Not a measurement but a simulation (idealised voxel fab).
process module | voxel ribs on slabs
cross-section cut | 270 nm wide | cells 5 nm
A cross-section is a grid of square cells, given in bands from the top down. A band is one or more rows of cells.
Each band's line starts with the height of the band's top and of its bottom, in nm. Then come its materials from left to right, each with its width in nm. One material with "throughout" fills the band from edge to edge. "air" is empty space.
Height 0 is the level under which the wafer as received is all one material. The lowest band goes on downwards, as in "0 down".
A width such as "30 to 40" changes by the same amount from each row of cells to the next, from the band's top row to its bottom row.
"no change" after a step means that no cell of the cross-section changed.
closed voids: empty space of 8 cells or more with no open way to the top, each as width x height at its distance from the left edge, in nm
after a step's settings: what the simulator itself notes on the step
overlay nm, on a step with a mask: how far to the right of its planned place the mask lay; to the left if negative
plan
1 op RECEIVE | material Si
2 op DIRECTIONAL_DEP | material SiO2 | thk nm 20
3 op DIRECTIONAL_DEP | material polySi | thk nm 15
4 op MASKED_ETCH | tone cover | mask id RIB | width nm 30 | etch materials polySi | depth nm 5 | overlay nm 0
5 op PATTERN | tone cover | mask id SLAB | material resist | width nm 60 | thk nm 15 | overlay nm -15
6 op DIRECTIONAL_ETCH | etch materials polySi | depth nm 10
7 op STRIP | etch materials resist
8 op FILL_DEP | material SiO2 | thk nm 20
9 op CMP | height nm 50
10 op DIRECTIONAL_DEP | material W | thk nm 5
11 op DIRECTIONAL_DEP | material aC | thk nm 10
12 op PATTERN | tone cover | mask id HEATER | material resist | width nm 40 | thk nm 25 | overlay nm 0
13 op DIRECTIONAL_ETCH | etch materials aC | depth nm 10
14 op STRIP | etch materials resist
15 op DIRECTIONAL_ETCH | etch materials W | depth nm 5
16 op STRIP | etch materials aC
17 op CONFORMAL_DEP | material SiO2 | thk nm 5
varied across the wafers: overlay nm of step 5. The plan shows the first wafer's value. All wafers start alike
first wafer as received, after step 1
  0 down: Si throughout
  closed voids: none
first wafer at the end, after step 17
  60 to 55: air 110 | SiO2 50 | air 110
  55 to 50: SiO2 115 | W 40 | SiO2 115
  50 to 35: SiO2 throughout
  35 to 30: SiO2 120 | polySi 30 | SiO2 120
  30 to 20: SiO2 90 | polySi 60 | SiO2 120
  20 to 0: SiO2 throughout
  0 down: Si throughout
  closed voids: none
last wafer at the end
  60 to 55: air 110 | SiO2 50 | air 110
  55 to 50: SiO2 115 | W 40 | SiO2 115
  50 to 35: SiO2 throughout
  35 to 30: SiO2 120 | polySi 30 | SiO2 120
  30 to 20: SiO2 120 | polySi 60 | SiO2 90
  20 to 0: SiO2 throughout
  0 down: Si throughout
  closed voids: none
each wafer at the end: cells of each material gained (+) or lost (-) since it was received, then its closed voids
overlay nm -15 | +566 SiO2 | +8 W | +30 polySi | closed voids: none
overlay nm -10 | +566 SiO2 | +8 W | +30 polySi | closed voids: none
overlay nm -5 | +566 SiO2 | +8 W | +30 polySi | closed voids: none
overlay nm 0 | +566 SiO2 | +8 W | +30 polySi | closed voids: none
overlay nm 5 | +566 SiO2 | +8 W | +30 polySi | closed voids: none
overlay nm 10 | +566 SiO2 | +8 W | +30 polySi | closed voids: none
overlay nm 15 | +566 SiO2 | +8 W | +30 polySi | closed voids: none
